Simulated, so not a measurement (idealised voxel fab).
Module name: voxel ribs on slabs (process module)
Section cut is 205 nm wide and gridded with 5 nm square cells.
Each cross-section below is a grid of square cells, stated as bands in top-down order, with one or more rows of cells making up each band. Within each band entry, the heights of the top and of the bottom of the band appear first, in that order and in nm; the materials of the band then follow from left to right, each with its corresponding width in nm. The designation "edge to edge" on a single material indicates that it fills the band from edge to edge; the designation "blank" indicates empty space. Basically, 0 is our baseline, since under it the wafer straight out of the box is all one material. The bottom band has no lower end and keeps on going down, so it looks like "top 0, no bottom". Width "30 to 40": first value at the band's top row of cells, second value at its bottom row, equal change from row to row. Reading "no alterations made" for a step: not a cell of the cross-section changed in it. So "Unvented internal voids" is basically the list of trapped voids: any empty space of 8 cells or more that can't reach the top through an opening. They're written width x height at distance, the distance being from the left edge, and it's all nm. The remark found on a step's line after its settings is issued by the simulator itself and pertains to that step. overlay nm: how far to the right of its planned place the mask lay on this masked step (negative: to the left).

# Steps in the process plan
- 1: RECEIVE, material Si
- 2: DIRECTIONAL_DEP, material SiO2, thk nm 25
- 3: DIRECTIONAL_DEP, material polySi, thk nm 20
- 4: PATTERN, tone cover, mask id RIB, material resist, width nm 30, thk nm 20, overlay nm 0
- 5: DIRECTIONAL_ETCH, etch materials polySi, depth nm 10
- 6: STRIP, etch materials resist
- 7: MASKED_ETCH, tone cover, mask id SLAB, width nm 60, etch materials polySi, depth nm 10, overlay nm 0
- 8: FILL_DEP, material SiO2, thk nm 25
- 9: CMP, height nm 60
- 10: DIRECTIONAL_DEP, material TiN, thk nm 5
- 11: PATTERN, tone cover, mask id HEATER, material resist, width nm 40, thk nm 20, overlay nm 0
- 12: DIRECTIONAL_ETCH, etch materials TiN, depth nm 5
- 13: STRIP, etch materials resist
- 14: CONFORMAL_DEP, material SiO2, thk nm 10

# Account of the first of two wafers, which was processed as intended

# Cross-section: wafer on arrival = after step 1
- top 0, no bottom | Si edge to edge
- Unvented internal voids: none

# Wafer after step 2 (cross-section)
- top 25, bottom 0 | SiO2 edge to edge
- No changes below 0.

# Wafer after step 3 (cross-section)
- top 45, bottom 25 | polySi edge to edge
- No changes below 25.

# Wafer after step 4 (cross-section)
- top 65, bottom 45 | blank: 85, resist: 30, blank: 90
- No changes below 45.

# Wafer after step 5 (cross-section)
- top 65, bottom 45 | blank: 85, resist: 30, blank: 90
- top 45, bottom 35 | blank: 85, polySi: 30, blank: 90
- No changes below 35.

# Wafer after step 6 (cross-section)
- top 45, bottom 35 | blank: 85, polySi: 30, blank: 90
- No changes below 35.

# Wafer after step 7 (cross-section)
- top 45, bottom 35 | blank: 85, polySi: 30, blank: 90
- top 35, bottom 25 | blank: 70, polySi: 60, blank: 75
- No changes below 25.

# Wafer after step 8 (cross-section)
- top 70, bottom 45 | SiO2 edge to edge
- top 45, bottom 35 | SiO2: 85, polySi: 30, SiO2: 90
- top 35, bottom 25 | SiO2: 70, polySi: 60, SiO2: 75
- No changes below 25.

# Wafer after step 9 (cross-section)
- top 60, bottom 45 | SiO2 edge to edge
- No changes below 45.

# Wafer after step 10 (cross-section)
- top 65, bottom 60 | TiN edge to edge
- No changes below 60.

# Wafer after step 11 (cross-section)
- top 85, bottom 65 | blank: 80, resist: 40, blank: 85
- No changes below 65.

# Wafer after step 12 (cross-section)
- top 85, bottom 65 | blank: 80, resist: 40, blank: 85
- top 65, bottom 60 | blank: 80, TiN: 40, blank: 85
- No changes below 60.

# Wafer after step 13 (cross-section)
- top 65, bottom 60 | blank: 80, TiN: 40, blank: 85
- No changes below 60.

# Wafer after step 14 (cross-section)
- top 75, bottom 70 | blank: 70, SiO2: 60, blank: 75
- top 70, bottom 65 | SiO2 edge to edge
- top 65, bottom 60 | SiO2: 80, TiN: 40, SiO2: 85
- No changes below 60.

# Here the second wafer is described. Its start and its plan were those of the first wafer. Its run contained one mistake. Up to and including step 6, it did exactly what the first wafer did

# when step 7 should have ended
- top 45, bottom 35 | blank: 85, polySi: 30, blank: 90
- top 35, bottom 25 | blank: 70, polySi: 65, blank: 70
- No changes below 25.

# when step 8 should have ended
- top 70, bottom 45 | SiO2 edge to edge
- top 45, bottom 35 | SiO2: 85, polySi: 30, SiO2: 90
- top 35, bottom 25 | SiO2: 70, polySi: 65, SiO2: 70
- No changes below 25.

# when step 9 should have ended
- top 60, bottom 45 | SiO2 edge to edge
- No changes below 45.

# when step 10 should have ended
- top 65, bottom 60 | TiN edge to edge
- No changes below 60.

# when step 11 should have ended
- top 85, bottom 65 | blank: 80, resist: 40, blank: 85
- No changes below 65.

# when step 12 should have ended
- top 85, bottom 65 | blank: 80, resist: 40, blank: 85
- top 65, bottom 60 | blank: 80, TiN: 40, blank: 85
- No changes below 60.

# when step 13 should have ended
- top 65, bottom 60 | blank: 80, TiN: 40, blank: 85
- No changes below 60.

# when step 14 should have ended
- top 75, bottom 70 | blank: 70, SiO2: 60, blank: 75
- top 70, bottom 65 | SiO2 edge to edge
- top 65, bottom 60 | SiO2: 80, TiN: 40, SiO2: 85
- No changes below 60.
In executing the process, a mistake was made relative to the plan: so step 7 ended up running with a different setting than we planned, it ran as MASKED_ETCH, tone cover, mask id SLAB, width nm 65, etch materials polySi, depth nm 10, overlay nm 0
At the finish, the second wafer shows more or fewer cells for some materials than the first does: SiO2 -2; polySi +2
